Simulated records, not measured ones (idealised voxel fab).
process module | voxel tone inversion
cross-section cut | 235 nm wide | cells 5 nm
A cross-section is a grid of square cells, given in bands from the top down. A band is one or more rows of cells.
Each band's line starts with the height of the band's top and of its bottom, in nm. Then come its materials from left to right, each with its width in nm. One material with "throughout" fills the band from edge to edge. "air" is empty space.
Height 0 is the level under which the wafer as received is all one material. The lowest band goes on downwards, as in "0 down".
A width such as "30 to 40" changes by the same amount from each row of cells to the next, from the band's top row to its bottom row.
"no change" after a step means that no cell of the cross-section changed.
closed voids: empty space of 8 cells or more with no open way to the top, each as width x height at its distance from the left edge, in nm
after a step's settings: what the simulator itself notes on the step
overlay nm, on a step with a mask: how far to the right of its planned place the mask lay; to the left if negative
plan
1 op RECEIVE | material Si
2 op CONFORMAL_DEP | material SiCN | thk nm 5
3 op DIRECTIONAL_DEP | material aC | thk nm 15
4 op PATTERN | tone cover | mask id POSTS | material resist | width nm 20 | pitch nm 45 | thk nm 25 | overlay nm 0
5 op DIRECTIONAL_ETCH | etch materials aC | depth nm 15
6 op STRIP | etch materials resist
7 op FILL_DEP | material SiO2 | thk nm 5
8 op CMP | height nm 20
9 op STRIP | etch materials aC
10 op CONFORMAL_DEP | material TiN | thk nm 5
11 op FILL_DEP | material W | thk nm 10
12 op CMP | height nm 20
13 op CONFORMAL_DEP | material SiN | thk nm 5
as received, after step 1
  0 down: Si throughout
  closed voids: none
a wafer at the end: this start, this plan, one mistake
  15 to 10: SiN throughout
  10 to 5: SiO2 85 | TiN 20 | SiO2 25 | TiN 20 | SiO2 85
  5 to 0: SiCN throughout
  0 down: Si throughout
  closed voids: none
what went wrong: step 12 ran as: op CMP | height nm 10
